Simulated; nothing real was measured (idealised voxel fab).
process module | voxel wiring stack
Section shown: cut. Width: 240 nm. Cell size: 5 nm, square.
Notation: cross-section as square-cell grid; stated in bands, top first, going down; one or more cell rows per band.
Per band: top height and bottom height in nm, followed by the left-to-right materials and their widths in nm; "full width" marks a single material spanning edge to edge, "blank" marks empty space.
The level at which height equals 0 is the one under which the wafer, as it arrives, is entirely one material. No lower edge exists for the bottom band, which continues downward and is notated as in "0 down".
It should be noted that a width expressed as "30..40" varies in equal increments from row to row of cells within the band, taking the value of the first number at the top row and that of the second number at the bottom row.
The designation "changes: none", where it is given for a processing step, indicates that no cell of the cross-section was altered in the course of that step.
The entry "Closed void table" lists the empty spaces that cover at least 8 cells and have no open path to the top. Each is written as width x height at distance, where the distance is measured from the left edge and all three values are in nm.
Past the settings on a step's line: simulator remark, on that step.
overlay nm: for a step with a mask, the amount by which the mask lay right of where it was planned; a negative amount means left of it.

This section lists the process steps that were planned
1 RECEIVE with material Si
2 CONFORMAL_DEP with material SiO2, thk nm 10
3 DIRECTIONAL_DEP with material TiN, thk nm 5
4 DIRECTIONAL_DEP with material Ru, thk nm 20
5 MASKED_ETCH with tone cover, mask id METAL_1, width nm 20, pitch nm 40, etch materials Ru, depth nm 20, overlay nm 0
6 MASKED_ETCH with tone cover, mask id METAL_1, width nm 20, pitch nm 40, etch materials TiN, depth nm 5, overlay nm 0
7 FILL_DEP with material SiO2, thk nm 5
8 CMP with height nm 35
9 CONFORMAL_DEP with material SiCN, thk nm 5
10 DIRECTIONAL_DEP with material lowk, thk nm 10
11 MASKED_ETCH with tone open, mask id PLUG_1, width nm 15, pitch nm 80, etch materials lowk, depth nm 10, overlay nm 0
12 MASKED_ETCH with tone open, mask id PLUG_1, width nm 15, pitch nm 80, etch materials SiCN, depth nm 5, overlay nm 0
13 CONFORMAL_DEP with material TiN, thk nm 5
14 FILL_DEP with material Ru, thk nm 10
15 CMP with height nm 50
16 DIRECTIONAL_DEP with material TiN, thk nm 5
17 DIRECTIONAL_DEP with material Ru, thk nm 20
18 PATTERN with tone cover, mask id METAL_2, material resist, width nm 20, pitch nm 40, thk nm 20, overlay nm 0
19 DIRECTIONAL_ETCH with etch materials Ru, depth nm 20
20 DIRECTIONAL_ETCH with etch materials TiN, depth nm 5
21 STRIP with etch materials resist
22 CONFORMAL_DEP with material SiCN, thk nm 5
23 FILL_DEP with material lowk, thk nm 5
24 CMP with height nm 75
25 CONFORMAL_DEP with material SiCN, thk nm 5

As-received wafer cross-section (after step 1)
  0 down | Si full width
  Closed void table: none

a wafer at the end: this start, this plan, one mistake
  80 to 75 | SiCN full width
  75 to 55 | lowk (65)  SiCN (5)  Ru (20)  SiCN (5)  lowk (10)  SiCN (5)  Ru (20)  SiCN (5)  lowk (10)  SiCN (5)  Ru (20)  SiCN (5)  lowk (65)
  55 to 50 | SiCN (70)  TiN (20)  SiCN (20)  TiN (20)  SiCN (20)  TiN (20)  SiCN (70)
  50 to 40 | lowk (70)  TiN (5)  Ru (5)  TiN (5)  lowk (65)  TiN (5)  Ru (5)  TiN (5)  lowk (75)
  40 to 35 | SiCN (70)  TiN (15)  SiCN (65)  TiN (15)  SiCN (75)
  35 to 15 | SiO2 (70)  Ru (25)  SiO2 (15)  Ru (25)  SiO2 (15)  Ru (25)  SiO2 (65)
  15 to 10 | SiO2 (70)  TiN (25)  SiO2 (15)  TiN (25)  SiO2 (15)  TiN (25)  SiO2 (65)
  10 to 0 | SiO2 full width
  0 down | Si full width
  Closed void table: none
Deviation noted in wafer processing: step 5 was not run as planned; what actually ran was MASKED_ETCH with tone cover, mask id METAL_1, width nm 25, pitch nm 40, etch materials Ru, depth nm 20, overlay nm 0
